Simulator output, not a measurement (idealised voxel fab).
Process module, titled voxel self aligned vias
Displayed cross-section: cut, width of 235 nm, square cells sized 5 nm.
Reading order for cross-sections: top band down to bottom band. Underlying form: a grid of square cells. Band size: one or more rows of cells. First you get the band's top height and its bottom height, in nm, and then the materials it's made of, left to right, with each width in nm. If you see a single material with "throughout", that one covers the band edge to edge. "empty" is empty space. Convention: height 0 is the level below which the wafer, as received, is all one material. The lowest band does not terminate at the bottom but continues downward, represented as "0..down". Read "30 to 40" as a graded width: first number on top, second number at the bottom, same change between each pair of neighbouring rows. It should be understood that the words "nothing different", when stated for a given step, signify that the cross-section underwent no change in any of its cells during that step. In "Entrapped voids" the enclosed voids are listed, meaning empty spaces of 8 cells or larger without any opening to the top. The form is width x height at distance, distance from the left edge, units nm. Post-settings text on a step line: simulator's own remark regarding the step. When a step includes a mask, the "overlay nm" setting on its line states how far to the right of its planned place that mask lay, and negative values state how far to the left.

-- Intended process steps
| 1 | RECEIVE,material Si |
| 2 | CONFORMAL_DEP,material SiO2,thk nm 10 |
| 3 | CONFORMAL_DEP,material SiCN,thk nm 5 |
| 4 | DIRECTIONAL_DEP,material SiO2,thk nm 30 |
| 5 | MASKED_ETCH,tone open,mask id LINES,width nm 25,pitch nm 70,etch materials SiO2,depth nm 30,overlay nm 0 |
| 6 | CONFORMAL_DEP,material TiN,thk nm 5 |
| 7 | FILL_DEP,material Ru,thk nm 5 |
| 8 | CMP,height nm 45 |
| 9 | SELECTIVE_ETCH,etch materials W Ru TiN,depth nm 10 |
| 10 | FILL_DEP,material SiN,thk nm 10 |
| 11 | CMP,height nm 45 |
| 12 | DIRECTIONAL_DEP,material SiO2,thk nm 15 |
| 13 | DIRECTIONAL_DEP,material aC,thk nm 5 |
| 14 | PATTERN,tone open,mask id VIAS,material resist,width nm 45,pitch nm 70,thk nm 30,overlay nm 0 |
| 15 | DIRECTIONAL_ETCH,etch materials aC,depth nm 10 |
| 16 | STRIP,etch materials resist |
| 17 | DIRECTIONAL_ETCH,etch materials SiO2,depth nm 15 |
| 18 | DIRECTIONAL_ETCH,etch materials SiN,depth nm 10 |
| 19 | STRIP,etch materials aC |
| 20 | CONFORMAL_DEP,material TiN,thk nm 5 |
| 21 | FILL_DEP,material W,thk nm 10 |
| 22 | CMP,height nm 60 |
| 23 | CONFORMAL_DEP,material SiN,thk nm 5 |
The wafers are alike at the start. At step 13, their thk nm differs. The plan lists the first wafer's value.

-- Step 1 complete: as-received cross-section of the first of several wafers
	0..down = Si throughout
	Entrapped voids: none

-- First of several wafers, sectioned at end of module (last step: step 23)
	65..60 = SiN throughout
	60..50 = 60 SiO2, then 5 TiN, then 35 W, then 5 TiN, then 25 SiO2, then 5 TiN, then 35 W, then 5 TiN, then 60 SiO2
	50..40 = 60 to 70 SiO2, then 15 to 5 TiN, then 15 W, then 15 to 5 TiN, then 25 to 45 SiO2, then 15 to 5 TiN, then 15 W, then 15 to 5 TiN, then 60 to 70 SiO2
	40..35 = 70 SiO2, then 25 TiN, then 45 SiO2, then 25 TiN, then 70 SiO2
	35..20 = 70 SiO2, then 5 TiN, then 15 Ru, then 5 TiN, then 45 SiO2, then 5 TiN, then 15 Ru, then 5 TiN, then 70 SiO2
	20..15 = 70 SiO2, then 25 TiN, then 45 SiO2, then 25 TiN, then 70 SiO2
	15..10 = SiCN throughout
	10..0 = SiO2 throughout
	0..down = Si throughout
	Entrapped voids: none

-- Cross-sectional view, end of module, last wafer of several
	65..60 = SiN throughout
	60..45 = SiO2 throughout
	45..35 = 70 SiO2, then 25 SiN, then 45 SiO2, then 25 SiN, then 70 SiO2
	35..20 = 70 SiO2, then 5 TiN, then 15 Ru, then 5 TiN, then 45 SiO2, then 5 TiN, then 15 Ru, then 5 TiN, then 70 SiO2
	20..15 = 70 SiO2, then 25 TiN, then 45 SiO2, then 25 TiN, then 70 SiO2
	15..10 = SiCN throughout
	10..0 = SiO2 throughout
	0..down = Si throughout
	Entrapped voids: none

-- Tabulated below, wafer by wafer, are the end-of-module results: for each material, the number of cells gained (+) or lost (-) relative to the as-received state, followed by the closed voids
thk nm 5 | +18 Ru | +47 SiCN | +47 SiN | +403 SiO2 | +56 TiN | +40 W | Entrapped voids: none
thk nm 10 | +18 Ru | +47 SiCN | +47 SiN | +403 SiO2 | +56 TiN | +40 W | Entrapped voids: none
thk nm 15 | +18 Ru | +47 SiCN | +67 SiN | +457 SiO2 | +22 TiN | Entrapped voids: none
thk nm 20 | +18 Ru | +47 SiCN | +67 SiN | +457 SiO2 | +22 TiN | Entrapped voids: none
thk nm 25 | +18 Ru | +47 SiCN | +67 SiN | +457 SiO2 | +22 TiN | Entrapped voids: none
